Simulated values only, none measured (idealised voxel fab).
The name of this process module is voxel tone inversion.
It is cross-section cut that appears here, measuring 155 nm in width, its square cells being 5 nm in size.
Cross-section format: a grid of square cells, given as bands from top to bottom; each band is one or more rows of cells.
Top height, bottom height, nm. Materials left to right, width each, nm. Single material + "throughout" = fills band edge to edge. "air" = empty.
Height reference: 0 = level under which incoming wafer is all one material. Lowest band: no bottom, runs on downward, e.g. "top 0, no bottom".
With a width like "30..40", each row of cells in the band differs from the next by the same amount, the top row carrying the first number and the bottom row the second.
"no modifications" for a step: no cell of the cross-section changed in that step.
For the entry "Trapped void list", the listed items are empty spaces with no open way to the top whose size is 8 cells or more; each item follows the pattern width x height at distance, where distance is from the left edge and all three are in nm.
Note: text after step settings on the step line = simulator remark on that step.
overlay nm: mask right of planned place by this much (step with mask). Neg. = left.

These are the steps we planned for the process
1 RECEIVE with material Si
2 CONFORMAL_DEP with material SiN, thk nm 5
3 DIRECTIONAL_DEP with material polySi, thk nm 25
4 PATTERN with tone cover, mask id POSTS, material resist, width nm 25, pitch nm 50, thk nm 35, overlay nm 0
5 DIRECTIONAL_ETCH with etch materials polySi, depth nm 25
6 STRIP with etch materials resist
7 FILL_DEP with material lowk, thk nm 5
8 CMP with height nm 30
9 STRIP with etch materials polySi
10 CONFORMAL_DEP with material TiN, thk nm 5
11 FILL_DEP with material Ru, thk nm 10
12 CMP with height nm 30
13 CONFORMAL_DEP with material SiN, thk nm 5

First wafer of two (run as planned)

This is the cross-section of the wafer as we received it, i.e. after step 1
	top 0, no bottom = Si throughout
	Trapped void list: none

After step 2: wafer cross-section
	top 5, bottom 0 = SiN throughout
	Nothing below the height 0 has changed.

After step 3: wafer cross-section
	top 30, bottom 5 = polySi throughout
	Nothing below the height 5 has changed.

After step 4: wafer cross-section
	top 65, bottom 30 = air: 15, resist: 25, air: 25, resist: 25, air: 25, resist: 25, air: 15
	Nothing below the height 30 has changed.

After step 5: wafer cross-section
	top 65, bottom 30 = air: 15, resist: 25, air: 25, resist: 25, air: 25, resist: 25, air: 15
	top 30, bottom 5 = air: 15, polySi: 25, air: 25, polySi: 25, air: 25, polySi: 25, air: 15
	Nothing below the height 5 has changed.

After step 6: wafer cross-section
	top 30, bottom 5 = air: 15, polySi: 25, air: 25, polySi: 25, air: 25, polySi: 25, air: 15
	Nothing below the height 5 has changed.

After step 7: wafer cross-section
	top 35, bottom 30 = lowk throughout
	top 30, bottom 5 = lowk: 15, polySi: 25, lowk: 25, polySi: 25, lowk: 25, polySi: 25, lowk: 15
	Nothing below the height 5 has changed.

After step 8: wafer cross-section
	top 30, bottom 5 = lowk: 15, polySi: 25, lowk: 25, polySi: 25, lowk: 25, polySi: 25, lowk: 15
	Nothing below the height 5 has changed.

After step 9: wafer cross-section
	top 30, bottom 5 = lowk: 15, air: 25, lowk: 25, air: 25, lowk: 25, air: 25, lowk: 15
	Nothing below the height 5 has changed.

After step 10: wafer cross-section
	top 35, bottom 30 = TiN: 20, air: 15, TiN: 35, air: 15, TiN: 35, air: 15, TiN: 20
	top 30, bottom 10 = lowk: 15, TiN: 5, air: 15, TiN: 5, lowk: 25, TiN: 5, air: 15, TiN: 5, lowk: 25, TiN: 5, air: 15, TiN: 5, lowk: 15
	top 10, bottom 5 = lowk: 15, TiN: 25, lowk: 25, TiN: 25, lowk: 25, TiN: 25, lowk: 15
	Nothing below the height 5 has changed.

After step 11: wafer cross-section
	top 45, bottom 35 = Ru throughout
	top 35, bottom 30 = TiN: 20, Ru: 15, TiN: 35, Ru: 15, TiN: 35, Ru: 15, TiN: 20
	top 30, bottom 10 = lowk: 15, TiN: 5, Ru: 15, TiN: 5, lowk: 25, TiN: 5, Ru: 15, TiN: 5, lowk: 25, TiN: 5, Ru: 15, TiN: 5, lowk: 15
	Nothing below the height 10 has changed.

After step 12: wafer cross-section
	top 30, bottom 10 = lowk: 15, TiN: 5, Ru: 15, TiN: 5, lowk: 25, TiN: 5, Ru: 15, TiN: 5, lowk: 25, TiN: 5, Ru: 15, TiN: 5, lowk: 15
	Nothing below the height 10 has changed.

After step 13: wafer cross-section
	top 35, bottom 30 = SiN throughout
	Nothing below the height 30 has changed.

Second wafer, same starting conditions and recipe as the first, one mistake in executing it, nothing differs from the first up to and including step 1

Cross-section: second wafer, time at which step 2 was scheduled to end: no modifications

Cross-section: second wafer, time at which step 3 was scheduled to end
	top 25, bottom 0 = polySi throughout
	Nothing below the height 0 has changed.

Cross-section: second wafer, time at which step 4 was scheduled to end
	top 60, bottom 25 = air: 15, resist: 25, air: 25, resist: 25, air: 25, resist: 25, air: 15
	Nothing below the height 25 has changed.

Cross-section: second wafer, time at which step 5 was scheduled to end
	top 60, bottom 25 = air: 15, resist: 25, air: 25, resist: 25, air: 25, resist: 25, air: 15
	top 25, bottom 0 = air: 15, polySi: 25, air: 25, polySi: 25, air: 25, polySi: 25, air: 15
	Nothing below the height 0 has changed.

Cross-section: second wafer, time at which step 6 was scheduled to end
	top 25, bottom 0 = air: 15, polySi: 25, air: 25, polySi: 25, air: 25, polySi: 25, air: 15
	Nothing below the height 0 has changed.

Cross-section: second wafer, time at which step 7 was scheduled to end
	top 30, bottom 25 = lowk throughout
	top 25, bottom 0 = lowk: 15, polySi: 25, lowk: 25, polySi: 25, lowk: 25, polySi: 25, lowk: 15
	Nothing below the height 0 has changed.

Cross-section: second wafer, time at which step 8 was scheduled to end: no modifications

Cross-section: second wafer, time at which step 9 was scheduled to end: no modifications

Cross-section: second wafer, time at which step 10 was scheduled to end
	top 35, bottom 30 = TiN throughout
	Nothing below the height 30 has changed.

Cross-section: second wafer, time at which step 11 was scheduled to end
	top 45, bottom 35 = Ru throughout
	Nothing below the height 35 has changed.

Cross-section: second wafer, time at which step 12 was scheduled to end
	top 30, bottom 25 = lowk throughout
	Nothing below the height 25 has changed.

Cross-section: second wafer, time at which step 13 was scheduled to end
	top 35, bottom 30 = SiN throughout
	Nothing below the height 30 has changed.
Finding, execution versus plan: yeah, step 2 of the plan got skipped, never ran
Materials where the second wafer ends with more or fewer cells than the first: -36 Ru, -31 SiN, -39 TiN, +31 lowk, +75 polySi
